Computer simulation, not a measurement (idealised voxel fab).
Process module, titled voxel self aligned vias
The width of the displayed cross-section, cut, is 280 nm; its cells are square, with a size of 5 nm.
A cross-section in this document is a grid of square cells, and it is written down as bands, the top band listed before the ones below it; a band is made up of one or more rows of cells. Per band: top height and bottom height in nm, followed by the left-to-right materials and their widths in nm; "throughout" marks a single material spanning edge to edge, "air" marks empty space. Convention: height 0 is the level below which the wafer, as received, is all one material. The lowest band does not terminate at the bottom but continues downward, represented as "0 nm and below". Quick explanation for "30 to 40": the width changes in equal steps down the rows of cells, from the first number in the band's top row to the second number in its bottom row. Where a step carries "no modification", the cross-section came out of it unchanged, cell for cell. The entry titled "Entrapped voids" provides the empty spaces that have no open way to the top, restricted to those of 8 cells or more. Each is presented as width x height at distance, the distance being measured from the left edge, with all three in nm. after a step's settings: what the simulator itself notes on the step. Regarding "overlay nm": on a step with a mask, it is the distance the mask lay to the right of its planned place; a negative value places it to the left.

### The following list gives the planned process steps
| 1 | RECEIVE | material Si |
| 2 | CONFORMAL_DEP | material SiO2 | thk nm 15 |
| 3 | CONFORMAL_DEP | material SiCN | thk nm 5 |
| 4 | DIRECTIONAL_DEP | material SiO2 | thk nm 20 |
| 5 | MASKED_ETCH | tone open | mask id LINES | width nm 20 | pitch nm 45 | etch materials SiO2 | depth nm 20 | overlay nm 0 |
| 6 | CONFORMAL_DEP | material TiN | thk nm 5 |
| 7 | FILL_DEP | material W | thk nm 5 |
| 8 | CMP | height nm 40 |
| 9 | SELECTIVE_ETCH | etch materials W Ru TiN | depth nm 5 |
| 10 | FILL_DEP | material SiN | thk nm 10 |
| 11 | CMP | height nm 40 |
| 12 | DIRECTIONAL_DEP | material SiO2 | thk nm 15 |
| 13 | DIRECTIONAL_DEP | material aC | thk nm 10 |
| 14 | PATTERN | tone open | mask id VIAS | material resist | width nm 30 | pitch nm 45 | thk nm 25 | overlay nm 0 |
| 15 | DIRECTIONAL_ETCH | etch materials aC | depth nm 10 |
| 16 | STRIP | etch materials resist |
| 17 | DIRECTIONAL_ETCH | etch materials SiO2 | depth nm 15 |
| 18 | DIRECTIONAL_ETCH | etch materials SiN | depth nm 5 |
| 19 | STRIP | etch materials aC |
| 20 | CONFORMAL_DEP | material TiN | thk nm 5 |
| 21 | FILL_DEP | material W | thk nm 5 |
| 22 | CMP | height nm 55 |
| 23 | CONFORMAL_DEP | material SiCN | thk nm 5 |

### Cross-sectional view of the wafer in its as-received condition, corresponding to the state after step 1
- 0 nm and below = Si throughout
- Entrapped voids: none

### End state of the module in cross-section, given the above starting point and plan and one mistake in execution
- 60 nm to 55 nm = SiCN throughout
- 55 nm to 40 nm = 80 of SiO2, 5 of TiN, 20 of W, 5 of TiN, 15 of SiO2, 5 of TiN, 20 of W, 5 of TiN, 15 of SiO2, 5 of TiN, 20 of W, 5 of TiN, 80 of SiO2
- 40 nm to 35 nm = 80 of SiO2, 30 of TiN, 15 of SiO2, 30 of TiN, 15 of SiO2, 30 of TiN, 80 of SiO2
- 35 nm to 25 nm = 80 of SiO2, 10 of TiN, 10 of W, 10 of TiN, 15 of SiO2, 10 of TiN, 10 of W, 10 of TiN, 15 of SiO2, 10 of TiN, 10 of W, 10 of TiN, 80 of SiO2
- 25 nm to 20 nm = 85 of SiO2, 20 of TiN, 25 of SiO2, 20 of TiN, 25 of SiO2, 20 of TiN, 85 of SiO2
- 20 nm to 15 nm = SiCN throughout
- 15 nm to 0 nm = SiO2 throughout
- 0 nm and below = Si throughout
- Entrapped voids: none
Heads up, the wafer didn't run the way we planned it: regarding the plan, step 17 was run twice
